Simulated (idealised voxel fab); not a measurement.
Herein follows the process module entitled voxel transistor to metal.
Cross-section cut spans 205 nm and uses square cells 5 nm in size.
A cross-section in this document is a grid of square cells, and it is written down as bands, the top band listed before the ones below it; a band is made up of one or more rows of cells.
In this notation a band is specified by the heights of its top and bottom, in that order and in nm, after which its materials appear from left to right, each paired with its width in nm. The word "throughout" attached to a single material means that material fills the band from edge to edge; the word "blank" stands for empty space.
Ref level 0: as-received wafer is one material below here. Bottom band extends down with no lower bound ("0..down").
With a width like "30..40", each row of cells in the band differs from the next by the same amount, the top row carrying the first number and the bottom row the second.
You'll sometimes find "nothing was modified" written for a step, and that's the way of saying that nowhere in the cross-section did a cell change during that step.
Under "Enclosed void entries" you'll find the enclosed gaps, the ones with no way out to the top, that are 8 cells or bigger; each reads width x height at distance, with distance counted from the left edge, everything in nm.
Read whatever lies past the settings on a step's line as the simulator's own remark about the step.
"overlay nm" on a masked step: distance the mask lay right of its planned place, negative for left.
PLANNED PROCESS STEPS
1. RECEIVE: material Si
2. CONFORMAL_DEP: material SiO2, thk nm 5
3. CONFORMAL_DEP: material SiN, thk nm 15
4. MASKED_ETCH: tone cover, mask id ACTIVE, width nm 95, etch materials SiN, depth nm 15, overlay nm 0
5. MASKED_ETCH: tone cover, mask id ACTIVE, width nm 95, etch materials SiO2, depth nm 5, overlay nm 0
6. MASKED_ETCH: tone cover, mask id ACTIVE, width nm 95, etch materials Si, depth nm 25, overlay nm 0
7. FILL_DEP: material SiO2, thk nm 15
8. CMP: height nm 20
9. SELECTIVE_ETCH: etch materials SiO2, depth nm 15
10. STRIP: etch materials SiN
11. SELECTIVE_ETCH: etch materials SiO2, depth nm 5
12. OXIDIZE: depth nm 5
13. DIRECTIONAL_DEP: material polySi, thk nm 30
14. DIRECTIONAL_DEP: material SiCN, thk nm 15
15. DIRECTIONAL_DEP: material aC, thk nm 15
16. PATTERN: tone cover, mask id GATE, material resist, width nm 15, thk nm 35, overlay nm 0
17. DIRECTIONAL_ETCH: etch materials aC, depth nm 15
18. STRIP: etch materials resist
19. DIRECTIONAL_ETCH: etch materials SiCN, depth nm 25
20. DIRECTIONAL_ETCH: etch materials polySi, depth nm 40
21. STRIP: etch materials aC
22. CONFORMAL_DEP: material SiN, thk nm 5
23. DIRECTIONAL_ETCH: etch materials SiN, depth nm 5
24. DIRECTIONAL_ETCH: etch materials SiO2, depth nm 5
25. DIRECTIONAL_ETCH: etch materials Si, depth nm 15
26. EPI: material pSi, thk nm 20
27. FILL_DEP: material SiO2, thk nm 5
28. CMP: height nm 45
29. DIRECTIONAL_DEP: material SiO2, thk nm 15
30. PATTERN: tone open, mask id CONTACT, material resist, width nm 20, pitch nm 65, thk nm 15, overlay nm 0
31. DIRECTIONAL_ETCH: etch materials SiO2, depth nm 60
32. STRIP: etch materials resist
33. CONFORMAL_DEP: material TiN, thk nm 5
34. FILL_DEP: material W, thk nm 10
35. CMP: height nm 60
36. CONFORMAL_DEP: material SiCN, thk nm 5
37. DIRECTIONAL_DEP: material lowk, thk nm 20
38. MASKED_ETCH: tone open, mask id METAL_1, width nm 20, pitch nm 65, etch materials lowk, depth nm 20, overlay nm 0
39. MASKED_ETCH: tone open, mask id METAL_1, width nm 20, pitch nm 65, etch materials SiCN, depth nm 5, overlay nm 0
40. CONFORMAL_DEP: material TiN, thk nm 5
41. FILL_DEP: material Cu, thk nm 5
42. CMP: height nm 85
43. CONFORMAL_DEP: material SiCN, thk nm 5
44. DIRECTIONAL_DEP: material SiO2, thk nm 30
45. PATTERN: tone open, mask id METAL_2_HOLES, material resist, width nm 15, pitch nm 65, thk nm 15, overlay nm 0
46. DIRECTIONAL_ETCH: etch materials SiO2, depth nm 30
47. STRIP: etch materials resist
48. MASKED_ETCH: tone open, mask id METAL_2, width nm 20, pitch nm 65, etch materials SiO2, depth nm 15, overlay nm 0
49. MASKED_ETCH: tone open, mask id METAL_2, width nm 20, pitch nm 65, etch materials SiCN, depth nm 5, overlay nm 0
50. CONFORMAL_DEP: material TiN, thk nm 5
51. FILL_DEP: material Cu, thk nm 10
52. CMP: height nm 120
53. CONFORMAL_DEP: material SiCN, thk nm 5
Keep in mind the plan's value for the thk nm of step 43 comes from the first wafer; the wafers don't share that setting, but they do share the same starting point.
STEP 1 COMPLETE: AS-RECEIVED CROSS-SECTION OF THE FIRST OF SEVERAL WAFERS
* 0..down: Si throughout
* Enclosed void entries: none
TABLE: WAFERS, A ROW EACH; END-OF-MODULE CELL CHANGE PER MATERIAL SINCE RECEIPT, GAIN (+), LOSS (-); THEN CLOSED VOIDS
thk nm 5 | +32 Cu | -171 Si | +118 SiCN | +18 SiN | +656 SiO2 | +108 TiN | +32 W | +132 lowk | +82 pSi | +18 polySi | Enclosed void entries: none
thk nm 10 | +28 Cu | -171 Si | +159 SiCN | +18 SiN | +623 SiO2 | +104 TiN | +32 W | +132 lowk | +82 pSi | +18 polySi | Enclosed void entries: none
thk nm 15 | +24 Cu | -171 Si | +200 SiCN | +18 SiN | +590 SiO2 | +100 TiN | +32 W | +132 lowk | +82 pSi | +18 polySi | Enclosed void entries: none
thk nm 20 | +22 Cu | -171 Si | +241 SiCN | +18 SiN | +557 SiO2 | +94 TiN | +32 W | +132 lowk | +82 pSi | +18 polySi | Enclosed void entries: none
